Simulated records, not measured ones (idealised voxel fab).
Process module name: voxel transistor to metal
The cross-section on display is named cut; it measures 150 nm wide, and its cells are 5 nm squares.
Cross-section, as written here: a square-cell grid given band by band from the top down, where a band holds one or more rows of cells. Per band: top height and bottom height in nm, followed by the left-to-right materials and their widths in nm; "full width" marks a single material spanning edge to edge, "blank" marks empty space. Heights are measured from 0, the level below which the as-received wafer is all one material; the lowest band has no bottom and continues downward, written as in "0 nm and below". With a width like "30..40", each row of cells in the band differs from the next by the same amount, the top row carrying the first number and the bottom row the second. No cell of the cross-section changed in a step that is given as "remained the same". "Enclosed void catalog" lists enclosed empty spaces (at least 8 cells, no open path upward to the top), each as width x height at distance from the left edge, in nm. On each step's line, the part that comes after the settings is the simulator's own comment on the step. Each step line may optionally specify "overlay nm", which for a step with a mask gives the rightward distance between the mask's planned place and where it lay, a negative value indicating the leftward direction.
The following list gives the planned process steps:
1,RECEIVE [material Si]
2,OXIDIZE [depth nm 5]
3,CONFORMAL_DEP [material SiN] [thk nm 10]
4,MASKED_ETCH [tone cover] [mask id ACTIVE] [width nm 95] [etch materials SiN] [depth nm 10] [overlay nm 0]
5,MASKED_ETCH [tone cover] [mask id ACTIVE] [width nm 95] [etch materials SiO2] [depth nm 5] [overlay nm 0]
6,MASKED_ETCH [tone cover] [mask id ACTIVE] [width nm 95] [etch materials Si] [depth nm 25] [overlay nm 0]
7,FILL_DEP [material SiO2] [thk nm 15]
8,CMP [height nm 10]
9,SELECTIVE_ETCH [etch materials SiO2] [depth nm 10]
10,STRIP [etch materials SiN]
11,SELECTIVE_ETCH [etch materials SiO2] [depth nm 5]
12,OXIDIZE [depth nm 5]
13,DIRECTIONAL_DEP [material polySi] [thk nm 25]
14,DIRECTIONAL_DEP [material SiCN] [thk nm 15]
15,PATTERN [tone cover] [mask id GATE] [material resist] [width nm 25] [thk nm 20] [overlay nm 0]
16,DIRECTIONAL_ETCH [etch materials SiCN] [depth nm 25]
17,DIRECTIONAL_ETCH [etch materials polySi] [depth nm 35]
18,STRIP [etch materials resist]
19,CONFORMAL_DEP [material SiO2] [thk nm 5]
20,DIRECTIONAL_ETCH [etch materials SiO2] [depth nm 5]
21,CONFORMAL_DEP [material SiN] [thk nm 5]
22,DIRECTIONAL_ETCH [etch materials SiN] [depth nm 5]
23,DIRECTIONAL_ETCH [etch materials SiO2] [depth nm 5]
24,DIRECTIONAL_ETCH [etch materials Si] [depth nm 10]
25,EPI [material SiGe] [thk nm 10]
26,FILL_DEP [material SiO2] [thk nm 10]
27,CMP [height nm 35]
28,DIRECTIONAL_DEP [material SiO2] [thk nm 10]
29,MASKED_ETCH [tone open] [mask id CONTACT] [width nm 25] [pitch nm 60] [etch materials SiO2] [depth nm 55] [overlay nm 0]
30,CONFORMAL_DEP [material TiN] [thk nm 5]
31,FILL_DEP [material Ru] [thk nm 5]
32,CMP [height nm 45]
33,DIRECTIONAL_DEP [material TiN] [thk nm 5]
34,DIRECTIONAL_DEP [material Ru] [thk nm 20]
35,PATTERN [tone cover] [mask id METAL_1] [material resist] [width nm 15] [pitch nm 70] [thk nm 20] [overlay nm 0]
36,DIRECTIONAL_ETCH [etch materials Ru] [depth nm 20]
37,DIRECTIONAL_ETCH [etch materials TiN] [depth nm 5]
38,STRIP [etch materials resist]
39,CONFORMAL_DEP [material SiN] [thk nm 5]
40,FILL_DEP [material SiO2] [thk nm 5]
41,CMP [height nm 70]
42,CONFORMAL_DEP [material SiN] [thk nm 5]
Of two wafers, the first: run according to plan:
Step 1 complete: cross-section of the wafer as received:
> 0 nm and below  Si full width
> Enclosed void catalog: none
Sectional view: wafer, after step 2:
> 0 nm to -5 nm  SiO2 full width
> Anything lower than -5 is untouched.
Sectional view: wafer, after step 3:
> 10 nm to 0 nm  SiN full width
> Anything lower than 0 is untouched.
Sectional view: wafer, after step 4:
> 10 nm to 0 nm  25 blank | 95 SiN | 30 blank
> Anything lower than 0 is untouched.
Sectional view: wafer, after step 5:
> 10 nm to 0 nm  25 blank | 95 SiN | 30 blank
> 0 nm to -5 nm  25 blank | 95 SiO2 | 30 blank
> Anything lower than -5 is untouched.
Sectional view: wafer, after step 6:
> 10 nm to 0 nm  25 blank | 95 SiN | 30 blank
> 0 nm to -5 nm  25 blank | 95 SiO2 | 30 blank
> -5 nm to -30 nm  25 blank | 95 Si | 30 blank
> Anything lower than -30 is untouched.
Sectional view: wafer, after step 7:
> 25 nm to 10 nm  SiO2 full width
> 10 nm to 0 nm  25 SiO2 | 95 SiN | 30 SiO2
> 0 nm to -5 nm  SiO2 full width
> -5 nm to -30 nm  25 SiO2 | 95 Si | 30 SiO2
> Anything lower than -30 is untouched.
Sectional view: wafer, after step 8:
> 10 nm to 0 nm  25 SiO2 | 95 SiN | 30 SiO2
> Anything lower than 0 is untouched.
Sectional view: wafer, after step 9:
> 10 nm to 0 nm  25 blank | 95 SiN | 30 blank
> Anything lower than 0 is untouched.
Sectional view: wafer, after step 10:
> 0 nm to -5 nm  SiO2 full width
> Anything lower than -5 is untouched.
Sectional view: wafer, after step 11:
> -5 nm to -30 nm  25 SiO2 | 95 Si | 30 SiO2
> Anything lower than -30 is untouched.
Sectional view: wafer, after step 12:
> -5 nm to -10 nm  SiO2 full width
> Anything lower than -10 is untouched.
Sectional view: wafer, after step 13:
> 20 nm to -5 nm  polySi full width
> Anything lower than -5 is untouched.
Sectional view: wafer, after step 14:
> 35 nm to 20 nm  SiCN full width
> Anything lower than 20 is untouched.
Sectional view: wafer, after step 15:
> 55 nm to 35 nm  60 blank | 25 resist | 65 blank
> Anything lower than 35 is untouched.
Sectional view: wafer, after step 16:
> 55 nm to 35 nm  60 blank | 25 resist | 65 blank
> 35 nm to 20 nm  60 blank | 25 SiCN | 65 blank
> Anything lower than 20 is untouched.
Sectional view: wafer, after step 17:
> 55 nm to 35 nm  60 blank | 25 resist | 65 blank
> 35 nm to 20 nm  60 blank | 25 SiCN | 65 blank
> 20 nm to -5 nm  60 blank | 25 polySi | 65 blank
> Anything lower than -5 is untouched.
Sectional view: wafer, after step 18:
> 35 nm to 20 nm  60 blank | 25 SiCN | 65 blank
> Anything lower than 20 is untouched.
Sectional view: wafer, after step 19:
> 40 nm to 35 nm  55 blank | 35 SiO2 | 60 blank
> 35 nm to 20 nm  55 blank | 5 SiO2 | 25 SiCN | 5 SiO2 | 60 blank
> 20 nm to 0 nm  55 blank | 5 SiO2 | 25 polySi | 5 SiO2 | 60 blank
> 0 nm to -5 nm  60 SiO2 | 25 polySi | 65 SiO2
> Anything lower than -5 is untouched.
Sectional view: wafer, after step 20:
> 35 nm to 20 nm  55 blank | 5 SiO2 | 25 SiCN | 5 SiO2 | 60 blank
> 20 nm to -5 nm  55 blank | 5 SiO2 | 25 polySi | 5 SiO2 | 60 blank
> Anything lower than -5 is untouched.
Sectional view: wafer, after step 21:
> 40 nm to 35 nm  50 blank | 45 SiN | 55 blank
> 35 nm to 20 nm  50 blank | 5 SiN | 5 SiO2 | 25 SiCN | 5 SiO2 | 5 SiN | 55 blank
> 20 nm to 0 nm  50 blank | 5 SiN | 5 SiO2 | 25 polySi | 5 SiO2 | 5 SiN | 55 blank
> 0 nm to -5 nm  55 SiN | 5 SiO2 | 25 polySi | 5 SiO2 | 60 SiN
> Anything lower than -5 is untouched.
Sectional view: wafer, after step 22:
> 35 nm to 20 nm  50 blank | 5 SiN | 5 SiO2 | 25 SiCN | 5 SiO2 | 5 SiN | 55 blank
> 20 nm to -5 nm  50 blank | 5 SiN | 5 SiO2 | 25 polySi | 5 SiO2 | 5 SiN | 55 blank
> Anything lower than -5 is untouched.
Sectional view: wafer, after step 23:
> 35 nm to 30 nm  50 blank | 5 SiN | 5 blank | 25 SiCN | 5 blank | 5 SiN | 55 blank
> 30 nm to 20 nm  50 blank | 5 SiN | 5 SiO2 | 25 SiCN | 5 SiO2 | 5 SiN | 55 blank
> 20 nm to -5 nm  50 blank | 5 SiN | 5 SiO2 | 25 polySi | 5 SiO2 | 5 SiN | 55 blank
> -5 nm to -10 nm  50 blank | 45 SiO2 | 55 blank
> Anything lower than -10 is untouched.
Sectional view: wafer, after step 24:
> 35 nm to 30 nm  50 blank | 5 SiN | 5 blank | 25 SiCN | 5 blank | 5 SiN | 55 blank
> 30 nm to 20 nm  50 blank | 5 SiN | 5 SiO2 | 25 SiCN | 5 SiO2 | 5 SiN | 55 blank
> 20 nm to -5 nm  50 blank | 5 SiN | 5 SiO2 | 25 polySi | 5 SiO2 | 5 SiN | 55 blank
> -5 nm to -10 nm  50 blank | 45 SiO2 | 55 blank
> -10 nm to -20 nm  25 SiO2 | 25 blank | 45 Si | 25 blank | 30 SiO2
> Anything lower than -20 is untouched.
Sectional view: wafer, after step 25:
> 35 nm to 30 nm  50 blank | 5 SiN | 5 blank | 25 SiCN | 5 blank | 5 SiN | 55 blank
> 30 nm to 20 nm  50 blank | 5 SiN | 5 SiO2 | 25 SiCN | 5 SiO2 | 5 SiN | 55 blank
> 20 nm to 0 nm  50 blank | 5 SiN | 5 SiO2 | 25 polySi | 5 SiO2 | 5 SiN | 55 blank
> 0 nm to -5 nm  40 blank | 10 SiGe | 5 SiN | 5 SiO2 | 25 polySi | 5 SiO2 | 5 SiN | 10 SiGe | 45 blank
> -5 nm to -10 nm  40 blank | 10 SiGe | 45 SiO2 | 10 SiGe | 45 blank
> -10 nm to -20 nm  25 SiO2 | 25 SiGe | 45 Si | 25 SiGe | 30 SiO2
> Anything lower than -20 is untouched.
Sectional view: wafer, after step 26:
> 45 nm to 35 nm  SiO2 full width
> 35 nm to 20 nm  50 SiO2 | 5 SiN | 5 SiO2 | 25 SiCN | 5 SiO2 | 5 SiN | 55 SiO2
> 20 nm to 0 nm  50 SiO2 | 5 SiN | 5 SiO2 | 25 polySi | 5 SiO2 | 5 SiN | 55 SiO2
> 0 nm to -5 nm  40 SiO2 | 10 SiGe | 5 SiN | 5 SiO2 | 25 polySi | 5 SiO2 | 5 SiN | 10 SiGe | 45 SiO2
> -5 nm to -10 nm  40 SiO2 | 10 SiGe | 45 SiO2 | 10 SiGe | 45 SiO2
> Anything lower than -10 is untouched.
Sectional view: wafer, after step 27:
> 35 nm to 20 nm  50 SiO2 | 5 SiN | 5 SiO2 | 25 SiCN | 5 SiO2 | 5 SiN | 55 SiO2
> Anything lower than 20 is untouched.
Sectional view: wafer, after step 28:
> 45 nm to 35 nm  SiO2 full width
> Anything lower than 35 is untouched.
Sectional view: wafer, after step 29:
> 45 nm to 35 nm  30 SiO2 | 25 blank | 35 SiO2 | 25 blank | 35 SiO2
> 35 nm to 20 nm  30 SiO2 | 20 blank | 5 SiN | 5 SiO2 | 25 SiCN | 5 SiO2 | 5 SiN | 20 blank | 35 SiO2
> 20 nm to 0 nm  30 SiO2 | 20 blank | 5 SiN | 5 SiO2 | 25 polySi | 5 SiO2 | 5 SiN | 20 blank | 35 SiO2
> 0 nm to -5 nm  30 SiO2 | 10 blank | 10 SiGe | 5 SiN | 5 SiO2 | 25 polySi | 5 SiO2 | 5 SiN | 10 SiGe | 10 blank | 35 SiO2
> -5 nm to -10 nm  30 SiO2 | 10 blank | 10 SiGe | 45 SiO2 | 10 SiGe | 10 blank | 35 SiO2
> Anything lower than -10 is untouched.
Sectional view: wafer, after step 30:
> 50 nm to 45 nm  35 TiN | 15 blank | 45 TiN | 15 blank | 40 TiN
> 45 nm to 35 nm  30 SiO2 | 5 TiN | 15..10 blank | 5..10 TiN | 35 SiO2 | 5..10 TiN | 15..10 blank | 5 TiN | 35 SiO2
> 35 nm to 20 nm  30 SiO2 | 5 TiN | 10 blank | 5 TiN | 5 SiN | 5 SiO2 | 25 SiCN | 5 SiO2 | 5 SiN | 5 TiN | 10 blank | 5 TiN | 35 SiO2
> 20 nm to 5 nm  30 SiO2 | 5 TiN | 10 blank | 5 TiN | 5 SiN | 5 SiO2 | 25 polySi | 5 SiO2 | 5 SiN | 5 TiN | 10 blank | 5 TiN | 35 SiO2
> 5 nm to 0 nm  30 SiO2 | 20 TiN | 5 SiN | 5 SiO2 | 25 polySi | 5 SiO2 | 5 SiN | 20 TiN | 35 SiO2
> 0 nm to -5 nm  30 SiO2 | 10 TiN | 10 SiGe | 5 SiN | 5 SiO2 | 25 polySi | 5 SiO2 | 5 SiN | 10 SiGe | 10 TiN | 35 SiO2
> -5 nm to -10 nm  30 SiO2 | 10 TiN | 10 SiGe | 45 SiO2 | 10 SiGe | 10 TiN | 35 SiO2
> Anything lower than -10 is untouched.
Sectional view: wafer, after step 31:
> 55 nm to 50 nm  Ru full width
> 50 nm to 45 nm  35 TiN | 15 Ru | 45 TiN | 15 Ru | 40 TiN
> 45 nm to 35 nm  30 SiO2 | 5 TiN | 15..10 Ru | 5..10 TiN | 35 SiO2 | 5..10 TiN | 15..10 Ru | 5 TiN | 35 SiO2
> 35 nm to 20 nm  30 SiO2 | 5 TiN | 10 Ru | 5 TiN | 5 SiN | 5 SiO2 | 25 SiCN | 5 SiO2 | 5 SiN | 5 TiN | 10 Ru | 5 TiN | 35 SiO2
> 20 nm to 5 nm  30 SiO2 | 5 TiN | 10 Ru | 5 TiN | 5 SiN | 5 SiO2 | 25 polySi | 5 SiO2 | 5 SiN | 5 TiN | 10 Ru | 5 TiN | 35 SiO2
> Anything lower than 5 is untouched.
Sectional view: wafer, after step 32:
> 45 nm to 35 nm  30 SiO2 | 5 TiN | 15..10 Ru | 5..10 TiN | 35 SiO2 | 5..10 TiN | 15..10 Ru | 5 TiN | 35 SiO2
> Anything lower than 35 is untouched.
Sectional view: wafer, after step 33:
> 50 nm to 45 nm  TiN full width
> Anything lower than 45 is untouched.
Sectional view: wafer, after step 34:
> 70 nm to 50 nm  Ru full width
> Anything lower than 50 is untouched.
Sectional view: wafer, after step 35:
> 90 nm to 70 nm  30 blank | 15 resist | 55 blank | 15 resist | 35 blank
> Anything lower than 70 is untouched.
Sectional view: wafer, after step 36:
> 90 nm to 70 nm  30 blank | 15 resist | 55 blank | 15 resist | 35 blank
> 70 nm to 50 nm  30 blank | 15 Ru | 55 blank | 15 Ru | 35 blank
> Anything lower than 50 is untouched.
Sectional view: wafer, after step 37:
> 90 nm to 70 nm  30 blank | 15 resist | 55 blank | 15 resist | 35 blank
> 70 nm to 50 nm  30 blank | 15 Ru | 55 blank | 15 Ru | 35 blank
> 50 nm to 45 nm  30 blank | 15 TiN | 55 blank | 15 TiN | 35 blank
> Anything lower than 45 is untouched.
Sectional view: wafer, after step 38:
> 70 nm to 50 nm  30 blank | 15 Ru | 55 blank | 15 Ru | 35 blank
> Anything lower than 50 is untouched.
Sectional view: wafer, after step 39:
> 75 nm to 70 nm  25 blank | 25 SiN | 45 blank | 25 SiN | 30 blank
> 70 nm to 50 nm  25 blank | 5 SiN | 15 Ru | 5 SiN | 45 blank | 5 SiN | 15 Ru | 5 SiN | 30 blank
> 50 nm to 45 nm  30 SiN | 15 TiN | 55 SiN | 15 TiN | 35 SiN
> Anything lower than 45 is untouched.
Sectional view: wafer, after step 40:
> 80 nm to 75 nm  SiO2 full width
> 75 nm to 70 nm  25 SiO2 | 25 SiN | 45 SiO2 | 25 SiN | 30 SiO2
> 70 nm to 50 nm  25 SiO2 | 5 SiN | 15 Ru | 5 SiN | 45 SiO2 | 5 SiN | 15 Ru | 5 SiN | 30 SiO2
> Anything lower than 50 is untouched.
Sectional view: wafer, after step 41:
> 70 nm to 50 nm  25 SiO2 | 5 SiN | 15 Ru | 5 SiN | 45 SiO2 | 5 SiN | 15 Ru | 5 SiN | 30 SiO2
> Anything lower than 50 is untouched.
Sectional view: wafer, after step 42:
> 75 nm to 70 nm  SiN full width
> Anything lower than 70 is untouched.
The second wafer: identical to the first at the outset and in its planned sequence, differing only in that one mistake was made during processing; up to and including step 18, its path is the first wafer's path:
Planned end of step 19: second wafer, cross-section: remained the same
Planned end of step 20: second wafer, cross-section:
> 35 nm to 20 nm  60 blank | 25 SiCN | 65 blank
> 20 nm to -5 nm  60 blank | 25 polySi | 65 blank
> -5 nm to -10 nm  60 blank | 25 SiO2 | 65 blank
> Anything lower than -10 is untouched.
Planned end of step 21: second wafer, cross-section:
> 40 nm to 35 nm  55 blank | 35 SiN | 60 blank
> 35 nm to 20 nm  55 blank | 5 SiN | 25 SiCN | 5 SiN | 60 blank
> 20 nm to -5 nm  55 blank | 5 SiN | 25 polySi | 5 SiN | 60 blank
> -5 nm to -10 nm  60 SiN | 25 SiO2 | 65 SiN
> Anything lower than -10 is untouched.
Planned end of step 22: second wafer, cross-section:
> 35 nm to 20 nm  55 blank | 5 SiN | 25 SiCN | 5 SiN | 60 blank
> 20 nm to -5 nm  55 blank | 5 SiN | 25 polySi | 5 SiN | 60 blank
> -5 nm to -10 nm  55 blank | 5 SiN | 25 SiO2 | 5 SiN | 60 blank
> Anything lower than -10 is untouched.
Planned end of step 23: second wafer, cross-section:
> 35 nm to 20 nm  55 blank | 5 SiN | 25 SiCN | 5 SiN | 60 blank
> 20 nm to -5 nm  55 blank | 5 SiN | 25 polySi | 5 SiN | 60 blank
> -5 nm to -10 nm  55 blank | 5 SiN | 25 SiO2 | 5 SiN | 60 blank
> -10 nm to -15 nm  25 blank | 95 Si | 30 blank
> Anything lower than -15 is untouched.
Planned end of step 24: second wafer, cross-section:
> 35 nm to 20 nm  55 blank | 5 SiN | 25 SiCN | 5 SiN | 60 blank
> 20 nm to -5 nm  55 blank | 5 SiN | 25 polySi | 5 SiN | 60 blank
> -5 nm to -10 nm  55 blank | 5 SiN | 25 SiO2 | 5 SiN | 60 blank
> -10 nm to -15 nm  55 blank | 35 Si | 60 blank
> -15 nm to -20 nm  25 SiO2 | 30 blank | 35 Si | 30 blank | 30 SiO2
> Anything lower than -20 is untouched.
Planned end of step 25: second wafer, cross-section:
> 35 nm to 20 nm  55 blank | 5 SiN | 25 SiCN | 5 SiN | 60 blank
> 20 nm to 0 nm  55 blank | 5 SiN | 25 polySi | 5 SiN | 60 blank
> 0 nm to -5 nm  45 blank | 10 SiGe | 5 SiN | 25 polySi | 5 SiN | 10 SiGe | 50 blank
> -5 nm to -10 nm  45 blank | 10 SiGe | 5 SiN | 25 SiO2 | 5 SiN | 10 SiGe | 50 blank
> -10 nm to -15 nm  20 blank | 35 SiGe | 35 Si | 35 SiGe | 25 blank
> -15 nm to -20 nm  25 SiO2 | 30 SiGe | 35 Si | 30 SiGe | 30 SiO2
> Anything lower than -20 is untouched.
Planned end of step 26: second wafer, cross-section:
> 45 nm to 35 nm  SiO2 full width
> 35 nm to 20 nm  55 SiO2 | 5 SiN | 25 SiCN | 5 SiN | 60 SiO2
> 20 nm to 0 nm  55 SiO2 | 5 SiN | 25 polySi | 5 SiN | 60 SiO2
> 0 nm to -5 nm  45 SiO2 | 10 SiGe | 5 SiN | 25 polySi | 5 SiN | 10 SiGe | 50 SiO2
> -5 nm to -10 nm  45 SiO2 | 10 SiGe | 5 SiN | 25 SiO2 | 5 SiN | 10 SiGe | 50 SiO2
> -10 nm to -20 nm  20..25 SiO2 | 35..30 SiGe | 35 Si | 35..30 SiGe | 25..30 SiO2
> Anything lower than -20 is untouched.
Planned end of step 27: second wafer, cross-section:
> 35 nm to 20 nm  55 SiO2 | 5 SiN | 25 SiCN | 5 SiN | 60 SiO2
> Anything lower than 20 is untouched.
Planned end of step 28: second wafer, cross-section:
> 45 nm to 35 nm  SiO2 full width
> Anything lower than 35 is untouched.
Planned end of step 29: second wafer, cross-section:
> 45 nm to 35 nm  30 SiO2 | 25 blank | 35 SiO2 | 25 blank | 35 SiO2
> 35 nm to 20 nm  30 SiO2 | 25 blank | 5 SiN | 25 SiCN | 5 SiN | 25 blank | 35 SiO2
> 20 nm to 0 nm  30 SiO2 | 25 blank | 5 SiN | 25 polySi | 5 SiN | 25 blank | 35 SiO2
> 0 nm to -5 nm  30 SiO2 | 15 blank | 10 SiGe | 5 SiN | 25 polySi | 5 SiN | 10 SiGe | 15 blank | 35 SiO2
> -5 nm to -10 nm  30 SiO2 | 15 blank | 10 SiGe | 5 SiN | 25 SiO2 | 5 SiN | 10 SiGe | 15 blank | 35 SiO2
> Anything lower than -10 is untouched.
Planned end of step 30: second wafer, cross-section:
> 50 nm to 45 nm  35 TiN | 15 blank | 45 TiN | 15 blank | 40 TiN
> 45 nm to 35 nm  30 SiO2 | 5 TiN | 15 blank | 5 TiN | 35 SiO2 | 5 TiN | 15 blank | 5 TiN | 35 SiO2
> 35 nm to 20 nm  30 SiO2 | 5 TiN | 15 blank | 5 TiN | 5 SiN | 25 SiCN | 5 SiN | 5 TiN | 15 blank | 5 TiN | 35 SiO2
> 20 nm to 5 nm  30 SiO2 | 5 TiN | 15 blank | 5 TiN | 5 SiN | 25 polySi | 5 SiN | 5 TiN | 15 blank | 5 TiN | 35 SiO2
> 5 nm to 0 nm  30 SiO2 | 5 TiN | 5 blank | 15 TiN | 5 SiN | 25 polySi | 5 SiN | 15 TiN | 5 blank | 5 TiN | 35 SiO2
> 0 nm to -5 nm  30 SiO2 | 5 TiN | 5 blank | 5 TiN | 10 SiGe | 5 SiN | 25 polySi | 5 SiN | 10 SiGe | 5 TiN | 5 blank | 5 TiN | 35 SiO2
> -5 nm to -10 nm  30 SiO2 | 15 TiN | 10 SiGe | 5 SiN | 25 SiO2 | 5 SiN | 10 SiGe | 15 TiN | 35 SiO2
> Anything lower than -10 is untouched.
Planned end of step 31: second wafer, cross-section:
> 55 nm to 50 nm  Ru full width
> 50 nm to 45 nm  35 TiN | 15 Ru | 45 TiN | 15 Ru | 40 TiN
> 45 nm to 35 nm  30 SiO2 | 5 TiN | 15 Ru | 5 TiN | 35 SiO2 | 5 TiN | 15 Ru | 5 TiN | 35 SiO2
> 35 nm to 20 nm  30 SiO2 | 5 TiN | 15 Ru | 5 TiN | 5 SiN | 25 SiCN | 5 SiN | 5 TiN | 15 Ru | 5 TiN | 35 SiO2
> 20 nm to 5 nm  30 SiO2 | 5 TiN | 15 Ru | 5 TiN | 5 SiN | 25 polySi | 5 SiN | 5 TiN | 15 Ru | 5 TiN | 35 SiO2
> 5 nm to 0 nm  30 SiO2 | 5 TiN | 5 Ru | 15 TiN | 5 SiN | 25 polySi | 5 SiN | 15 TiN | 5 Ru | 5 TiN | 35 SiO2
> 0 nm to -5 nm  30 SiO2 | 5 TiN | 5 Ru | 5 TiN | 10 SiGe | 5 SiN | 25 polySi | 5 SiN | 10 SiGe | 5 TiN | 5 Ru | 5 TiN | 35 SiO2
> Anything lower than -5 is untouched.
Planned end of step 32: second wafer, cross-section:
> 45 nm to 35 nm  30 SiO2 | 5 TiN | 15 Ru | 5 TiN | 35 SiO2 | 5 TiN | 15 Ru | 5 TiN | 35 SiO2
> Anything lower than 35 is untouched.
Planned end of step 33: second wafer, cross-section:
> 50 nm to 45 nm  TiN full width
> Anything lower than 45 is untouched.
Planned end of step 34: second wafer, cross-section:
> 70 nm to 50 nm  Ru full width
> Anything lower than 50 is untouched.
Planned end of step 35: second wafer, cross-section:
> 90 nm to 70 nm  30 blank | 15 resist | 55 blank | 15 resist | 35 blank
> Anything lower than 70 is untouched.
Planned end of step 36: second wafer, cross-section:
> 90 nm to 70 nm  30 blank | 15 resist | 55 blank | 15 resist | 35 blank
> 70 nm to 50 nm  30 blank | 15 Ru | 55 blank | 15 Ru | 35 blank
> Anything lower than 50 is untouched.
Planned end of step 37: second wafer, cross-section:
> 90 nm to 70 nm  30 blank | 15 resist | 55 blank | 15 resist | 35 blank
> 70 nm to 50 nm  30 blank | 15 Ru | 55 blank | 15 Ru | 35 blank
> 50 nm to 45 nm  30 blank | 15 TiN | 55 blank | 15 TiN | 35 blank
> Anything lower than 45 is untouched.
Planned end of step 38: second wafer, cross-section:
> 70 nm to 50 nm  30 blank | 15 Ru | 55 blank | 15 Ru | 35 blank
> Anything lower than 50 is untouched.
Planned end of step 39: second wafer, cross-section:
> 75 nm to 70 nm  25 blank | 25 SiN | 45 blank | 25 SiN | 30 blank
> 70 nm to 50 nm  25 blank | 5 SiN | 15 Ru | 5 SiN | 45 blank | 5 SiN | 15 Ru | 5 SiN | 30 blank
> 50 nm to 45 nm  30 SiN | 15 TiN | 55 SiN | 15 TiN | 35 SiN
> Anything lower than 45 is untouched.
Planned end of step 40: second wafer, cross-section:
> 80 nm to 75 nm  SiO2 full width
> 75 nm to 70 nm  25 SiO2 | 25 SiN | 45 SiO2 | 25 SiN | 30 SiO2
> 70 nm to 50 nm  25 SiO2 | 5 SiN | 15 Ru | 5 SiN | 45 SiO2 | 5 SiN | 15 Ru | 5 SiN | 30 SiO2
> Anything lower than 50 is untouched.
Planned end of step 41: second wafer, cross-section:
> 70 nm to 50 nm  25 SiO2 | 5 SiN | 15 Ru | 5 SiN | 45 SiO2 | 5 SiN | 15 Ru | 5 SiN | 30 SiO2
> Anything lower than 50 is untouched.
Planned end of step 42: second wafer, cross-section:
> 75 nm to 70 nm  SiN full width
> Anything lower than 70 is untouched.
What was done differently from what was planned? plan step 19 never ran because it was skipped
Cell-count delta at end, second wafer over first, by material: +18 Ru | -4 Si | +6 SiGe | +2 SiN | -22 SiO2
